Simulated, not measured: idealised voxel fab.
Process module heading - voxel fin reveal
FYI the section here is cut, 240 nm wide, cells are 5 nm squares.
In this document a cross-section is written as a grid of square cells. It is given as a series of bands, listed from the top down, and a band is one or more rows of cells.
Per band: top height and bottom height in nm, followed by the left-to-right materials and their widths in nm; "throughout" marks a single material spanning edge to edge, "empty" marks empty space.
Heights are measured from 0, the level below which the as-received wafer is all one material; the lowest band has no bottom and continues downward, written as in "from 0 down".
Per-row width for "30->40": begins at first number (top row of band), ends at second number (bottom row), increment between rows held constant.
Basically "no modifications" means that step didn't change any cell in the cross-section.
Closed empty spaces (no open way to the top) of 8 cells or more are what "Sealed void list" lists, each as width x height at distance from the left edge, nm for all three.
Where a step's line continues beyond its settings, the continuation is a remark by the simulator itself on that step.
Regarding "overlay nm": on a step with a mask, it is the distance the mask lay to the right of its planned place; a negative value places it to the left.
These are the steps we planned for the process
1 RECEIVE, material Si
2 CONFORMAL_DEP, material SiN, thk nm 5
3 PATTERN, tone cover, mask id FINS, material resist, width nm 15, pitch nm 35, thk nm 15, overlay nm 0
4 DIRECTIONAL_ETCH, etch materials SiN, depth nm 5
5 DIRECTIONAL_ETCH, etch materials Si, depth nm 35
6 STRIP, etch materials resist
7 FILL_DEP, material SiO2, thk nm 15
8 CMP, height nm 5
9 SELECTIVE_ETCH, etch materials SiO2, depth nm 15
10 STRIP, etch materials SiN
Cross-section: wafer on arrival = after step 1
> from 0 down | Si throughout
> Sealed void list: none
This is how the wafer looks in cross-section once the module is done, given the starting state and plan above and one mistake in carrying the plan out
> from 0 to -10 | empty 60, Si 20, empty 15, Si 20, empty 15, Si 20, empty 15, Si 20, empty 55
> from -10 to -35 | SiO2 60, Si 20, SiO2 15, Si 20, SiO2 15, Si 20, SiO2 15, Si 20, SiO2 55
> from -35 down | Si throughout
> Sealed void list: none
Plan not followed: step 3: run off-plan, actual operation and settings PATTERN, tone cover, mask id FINS, material resist, width nm 20, pitch nm 35, thk nm 15, overlay nm 0
